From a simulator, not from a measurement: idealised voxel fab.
process module | voxel plated lines
cross-section cut | 140 nm wide | cells 5 nm
A cross-section is a grid of square cells, given in bands from the top down. A band is one or more rows of cells.
Each band's line starts with the height of the band's top and of its bottom, in nm. Then come its materials from left to right, each with its width in nm. One material with "throughout" fills the band from edge to edge. "air" is empty space.
Height 0 is the level under which the wafer as received is all one material. The lowest band goes on downwards, as in "0 down".
A width such as "30 to 40" changes by the same amount from each row of cells to the next, from the band's top row to its bottom row.
"no change" after a step means that no cell of the cross-section changed.
closed voids: empty space of 8 cells or more with no open way to the top, each as width x height at its distance from the left edge, in nm
after a step's settings: what the simulator itself notes on the step
overlay nm, on a step with a mask: how far to the right of its planned place the mask lay; to the left if negative
plan
1 op RECEIVE | material Si
2 op CONFORMAL_DEP | material SiN | thk nm 5
3 op DIRECTIONAL_DEP | material TiN | thk nm 5
4 op PATTERN | tone open | mask id LINES | material resist | width nm 20 | pitch nm 45 | thk nm 20 | overlay nm 0
5 op EPI | material Ru | thk nm 10
6 op STRIP | etch materials resist
7 op DIRECTIONAL_ETCH | etch materials TiN | depth nm 5
8 op CONFORMAL_DEP | material SiCN | thk nm 10
varied across the wafers: thk nm of step 2. The plan shows the first wafer's value. All wafers start alike
first wafer as received, after step 1
  0 down: Si throughout
  closed voids: none
first wafer at the end, after step 8
  30 to 20: air 5 | SiCN 40 | air 5 | SiCN 40 | air 5 | SiCN 40 | air 5
  20 to 15: air 5 | SiCN 10 | Ru 20 | SiCN 10 | air 5 | SiCN 10 | Ru 20 | SiCN 10 | air 5 | SiCN 10 | Ru 20 | SiCN 10 | air 5
  15 to 10: SiCN 15 | Ru 20 | SiCN 25 | Ru 20 | SiCN 25 | Ru 20 | SiCN 15
  10 to 5: SiCN 15 | TiN 20 | SiCN 25 | TiN 20 | SiCN 25 | TiN 20 | SiCN 15
  5 to 0: SiN throughout
  0 down: Si throughout
  closed voids: none
last wafer at the end
  45 to 35: air 5 | SiCN 40 | air 5 | SiCN 40 | air 5 | SiCN 40 | air 5
  35 to 30: air 5 | SiCN 10 | Ru 20 | SiCN 10 | air 5 | SiCN 10 | Ru 20 | SiCN 10 | air 5 | SiCN 10 | Ru 20 | SiCN 10 | air 5
  30 to 25: SiCN 15 | Ru 20 | SiCN 25 | Ru 20 | SiCN 25 | Ru 20 | SiCN 15
  25 to 20: SiCN 15 | TiN 20 | SiCN 25 | TiN 20 | SiCN 25 | TiN 20 | SiCN 15
  20 to 0: SiN throughout
  0 down: Si throughout
  closed voids: none
each wafer at the end: cells of each material gained (+) or lost (-) since it was received, then its closed voids
thk nm 5 | +24 Ru | +92 SiCN | +28 SiN | +12 TiN | closed voids: none
thk nm 10 | +24 Ru | +92 SiCN | +56 SiN | +12 TiN | closed voids: none
thk nm 15 | +24 Ru | +92 SiCN | +84 SiN | +12 TiN | closed voids: none
thk nm 20 | +24 Ru | +92 SiCN | +112 SiN | +12 TiN | closed voids: none
